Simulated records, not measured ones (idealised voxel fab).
The name of this process module is voxel wiring stack.
It is cross-section cut that appears here, measuring 200 nm in width, its square cells being 5 nm in size.
Square cells in a grid make up a cross-section in this document, and the grid is given as bands, listed from the top down, each one or more rows of cells.
Band: top height; bottom height; in nm. Then, left to right: material with width in nm, for each material. "throughout": a single material spanning edge to edge. "air": empty space.
Heights from 0 (as-received wafer is one material below). Bottom band endless downward, as "0..down".
Width spec "30 to 40" -> top row of cells at first value, bottom row at second value, equal per-row change in between.
Take "nothing changed" at face value: in the step it is given for, the cross-section changed in none of its cells.
So "Sealed void listing" is basically the list of trapped voids: any empty space of 8 cells or more that can't reach the top through an opening. They're written width x height at distance, the distance being from the left edge, and it's all nm.
That trailing text on a step's line, after the settings, is the simulator's own remark on the step.
If you see "overlay nm" on a step's line and that step has a mask, it's telling you how far right of where it was planned the mask ended up; a negative number means it went left instead.

Steps in the process plan
1: RECEIVE, material Si
2: CONFORMAL_DEP, material SiO2, thk nm 15
3: CONFORMAL_DEP, material SiCN, thk nm 5
4: DIRECTIONAL_DEP, material lowk, thk nm 20
5: DIRECTIONAL_DEP, material aC, thk nm 10
6: PATTERN, tone open, mask id METAL_1, material resist, width nm 25, pitch nm 40, thk nm 25, overlay nm 0
7: DIRECTIONAL_ETCH, etch materials aC, depth nm 10
8: STRIP, etch materials resist
9: DIRECTIONAL_ETCH, etch materials lowk, depth nm 20
10: DIRECTIONAL_ETCH, etch materials SiCN, depth nm 5
11: STRIP, etch materials aC
12: CONFORMAL_DEP, material TiN, thk nm 5
13: FILL_DEP, material Ru, thk nm 10
14: CMP, height nm 40
15: CONFORMAL_DEP, material SiCN, thk nm 5
16: DIRECTIONAL_DEP, material lowk, thk nm 35
17: DIRECTIONAL_DEP, material aC, thk nm 15
18: PATTERN, tone open, mask id METAL_2_HOLES, material resist, width nm 15, pitch nm 40, thk nm 30, overlay nm 0
19: DIRECTIONAL_ETCH, etch materials aC, depth nm 15
20: STRIP, etch materials resist
21: DIRECTIONAL_ETCH, etch materials lowk, depth nm 35
22: STRIP, etch materials aC
23: DIRECTIONAL_DEP, material aC, thk nm 10
24: PATTERN, tone open, mask id METAL_2, material resist, width nm 25, pitch nm 40, thk nm 25, overlay nm 0
25: DIRECTIONAL_ETCH, etch materials aC, depth nm 10
26: STRIP, etch materials resist
27: DIRECTIONAL_ETCH, etch materials lowk, depth nm 20
28: DIRECTIONAL_ETCH, etch materials SiCN, depth nm 5
29: STRIP, etch materials aC
30: CONFORMAL_DEP, material TiN, thk nm 5
31: FILL_DEP, material Cu, thk nm 5
32: CMP, height nm 80
33: CONFORMAL_DEP, material SiCN, thk nm 5
34: DIRECTIONAL_DEP, material lowk, thk nm 10
35: MASKED_ETCH, tone open, mask id PLUG_2, width nm 15, pitch nm 80, etch materials lowk, depth nm 10, overlay nm 0
36: MASKED_ETCH, tone open, mask id PLUG_2, width nm 15, pitch nm 80, etch materials SiCN, depth nm 5, overlay nm 0
37: CONFORMAL_DEP, material TiN, thk nm 5
38: FILL_DEP, material W, thk nm 10
39: CMP, height nm 95
40: DIRECTIONAL_DEP, material TiN, thk nm 5
41: DIRECTIONAL_DEP, material Ru, thk nm 25
42: PATTERN, tone cover, mask id METAL_3, material resist, width nm 25, pitch nm 40, thk nm 20, overlay nm 0
43: DIRECTIONAL_ETCH, etch materials Ru, depth nm 25
44: DIRECTIONAL_ETCH, etch materials TiN, depth nm 5
45: STRIP, etch materials resist
46: FILL_DEP, material lowk, thk nm 10
47: CMP, height nm 125
48: CONFORMAL_DEP, material SiCN, thk nm 5

Wafer at receipt (post step 1), cross-section
- 0..down  Si throughout
- Sealed void listing: none

What the wafer looks like in cross-section after this module, when it starts as shown above and follows the plan above but one mistake is made in running it
- 130..125  SiCN throughout
- 125..100  25 lowk  25 Ru  15 lowk  25 Ru  15 lowk  25 Ru  15 lowk  25 Ru  30 lowk
- 100..95  25 lowk  25 TiN  15 lowk  25 TiN  15 lowk  25 TiN  15 lowk  25 TiN  30 lowk
- 95..85  25 lowk  5 TiN  5 W  5 TiN  65 lowk  5 TiN  5 W  5 TiN  80 lowk
- 85..80  25 SiCN  15 TiN  65 SiCN  15 TiN  80 SiCN
- 80..75  25 lowk  5 TiN  5 Cu  15 TiN  15 lowk  5 TiN  5 Cu  15 TiN  15 lowk  5 TiN  5 Cu  15 TiN  15 lowk  5 TiN  5 Cu  15 TiN  30 lowk
- 75..60  25 lowk  5 TiN  5 Cu  5 TiN  25 lowk  5 TiN  5 Cu  5 TiN  25 lowk  5 TiN  5 Cu  5 TiN  25 lowk  5 TiN  5 Cu  5 TiN  40 lowk
- 60..55  25 SiCN  15 TiN  25 SiCN  15 TiN  25 SiCN  15 TiN  25 SiCN  15 TiN  40 SiCN
- 55..45  Ru throughout
- 45..40  30 TiN  15 Ru  25 TiN  15 Ru  25 TiN  15 Ru  25 TiN  15 Ru  35 TiN
- 40..20  25 lowk  5 TiN  15 Ru  5 TiN  15 lowk  5 TiN  15 Ru  5 TiN  15 lowk  5 TiN  15 Ru  5 TiN  15 lowk  5 TiN  15 Ru  5 TiN  30 lowk
- 20..15  25 SiCN  25 TiN  15 SiCN  25 TiN  15 SiCN  25 TiN  15 SiCN  25 TiN  30 SiCN
- 15..0  SiO2 throughout
- 0..down  Si throughout
- Sealed void listing: none
Run error: step 14 of the plan got skipped, so it never ran
